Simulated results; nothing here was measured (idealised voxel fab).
The name of this process module is voxel air gaps.
Pictured: cross-section cut, 245 nm wide, on a grid of 5 nm square cells.
Think of the cross-section as a grid of square cells. We describe it in bands, top to bottom, and each band covers one or more rows of those cells.
The band entry comprises the height of the band's top followed by the height of its bottom, expressed in nm, and subsequently the band's materials from left to right, each stated together with its width in nm. Where a single material is marked with the word "throughout", that material fills the band from edge to edge. The word "air" represents empty space.
It should be noted that heights are counted from 0, beneath which the wafer as supplied is of one material throughout, and that the lowest band possesses no lower boundary but continues downward, as written in "0 and below".
You'd read "30..40" like this: the band's top row of cells is as wide as the first number, its bottom row is as wide as the second, and going down, every row changes width by the same amount as the row before did.
"nothing different" means the step left every cell of the cross-section as it was.
Any empty space of 8 cells or more lacking an open way to the top shows up in "Entrapped void list" as width x height at distance, distance from the left edge, in nm.
Past the settings on a step's line: simulator remark, on that step.
"overlay nm" answers the question of how far to the right of plan the mask lay on a step that has a mask, and when it is negative the answer is to the left.
So here's the lineup of process steps we planned
1 RECEIVE (material Si)
2 CONFORMAL_DEP (material SiO2; thk nm 10)
3 CONFORMAL_DEP (material SiCN; thk nm 5)
4 DIRECTIONAL_DEP (material SiO2; thk nm 40)
5 DIRECTIONAL_DEP (material aC; thk nm 15)
6 PATTERN (tone open; mask id LINES; material resist; width nm 25; pitch nm 55; thk nm 30; overlay nm 0)
7 DIRECTIONAL_ETCH (etch materials aC; depth nm 15)
8 STRIP (etch materials resist)
9 DIRECTIONAL_ETCH (etch materials SiO2; depth nm 40)
10 STRIP (etch materials aC)
11 CONFORMAL_DEP (material TiN; thk nm 5)
12 FILL_DEP (material W; thk nm 10)
13 CMP (height nm 55)
14 EPI (material Ru; thk nm 10)
15 SELECTIVE_ETCH (etch materials SiO2; depth nm 50)
16 CONFORMAL_DEP (material SiCN; thk nm 5)
Received-state cross-section, reflecting completion of step 1
* 0 and below  Si throughout
* Entrapped void list: none
Cross-sectional image of the first of two wafers at the end of the module, the run having proceeded as planned
* 70 down to 65  air 10 nm | SiCN 220 nm | air 15 nm
* 65 down to 55  air 10 nm | SiCN 5 nm | Ru 45 nm | SiCN 10 nm | Ru 45 nm | SiCN 10 nm | Ru 45 nm | SiCN 10 nm | Ru 45 nm | SiCN 5 nm | air 15 nm
* 55 down to 50  air 10 nm | SiCN 15 nm | TiN 5 nm | W 15 nm | TiN 5 nm | SiCN 30 nm | TiN 5 nm | W 15 nm | TiN 5 nm | SiCN 30 nm | TiN 5 nm | W 15 nm | TiN 5 nm | SiCN 30 nm | TiN 5 nm | W 15 nm | TiN 5 nm | SiCN 15 nm | air 15 nm
* 50 down to 20  air 20 nm | SiCN 5 nm | TiN 5 nm | W 15 nm | TiN 5 nm | SiCN 5 nm | air 20 nm | SiCN 5 nm | TiN 5 nm | W 15 nm | TiN 5 nm | SiCN 5 nm | air 20 nm | SiCN 5 nm | TiN 5 nm | W 15 nm | TiN 5 nm | SiCN 5 nm | air 20 nm | SiCN 5 nm | TiN 5 nm | W 15 nm | TiN 5 nm | SiCN 5 nm | air 25 nm
* 20 down to 15  SiCN 25 nm | TiN 25 nm | SiCN 30 nm | TiN 25 nm | SiCN 30 nm | TiN 25 nm | SiCN 30 nm | TiN 25 nm | SiCN 30 nm
* 15 down to 10  SiCN throughout
* 10 down to 0  SiO2 throughout
* 0 and below  Si throughout
* Entrapped void list: 20 x 30 at 55; 20 x 30 at 110; 20 x 30 at 165
Cross-section, wafer two of two, end of module: same start and plan as wafer one, one error in execution
* 70 down to 65  SiCN throughout
* 65 down to 55  Ru 35 nm | SiCN 5 nm | Ru 50 nm | SiCN 5 nm | Ru 50 nm | SiCN 5 nm | Ru 50 nm | SiCN 5 nm | Ru 40 nm
* 55 down to 50  W 20 nm | TiN 5 nm | SiCN 25 nm | TiN 5 nm | W 20 nm | TiN 5 nm | SiCN 25 nm | TiN 5 nm | W 20 nm | TiN 5 nm | SiCN 25 nm | TiN 5 nm | W 20 nm | TiN 5 nm | SiCN 25 nm | TiN 5 nm | W 25 nm
* 50 down to 20  W 20 nm | TiN 5 nm | SiCN 5 nm | air 15 nm | SiCN 5 nm | TiN 5 nm | W 20 nm | TiN 5 nm | SiCN 5 nm | air 15 nm | SiCN 5 nm | TiN 5 nm | W 20 nm | TiN 5 nm | SiCN 5 nm | air 15 nm | SiCN 5 nm | TiN 5 nm | W 20 nm | TiN 5 nm | SiCN 5 nm | air 15 nm | SiCN 5 nm | TiN 5 nm | W 25 nm
* 20 down to 15  TiN 25 nm | SiCN 25 nm | TiN 30 nm | SiCN 25 nm | TiN 30 nm | SiCN 25 nm | TiN 30 nm | SiCN 25 nm | TiN 30 nm
* 15 down to 10  SiCN throughout
* 10 down to 0  SiO2 throughout
* 0 and below  Si throughout
* Entrapped void list: 15 x 30 at 30; 15 x 30 at 85; 15 x 30 at 140; 15 x 30 at 195
Short version of what went wrong: note that step 6 departed from the planned setting and was carried out as PATTERN (tone cover; mask id LINES; material resist; width nm 25; pitch nm 55; thk nm 30; overlay nm 0)
Upon completion, the second wafer contains, in terms of cells, a greater or smaller amount of certain materials than the first wafer: +18 Ru; -16 SiCN; +9 TiN; +63 W
Note - end result: 3 closed voids (first wafer), 4 closed voids (second wafer).
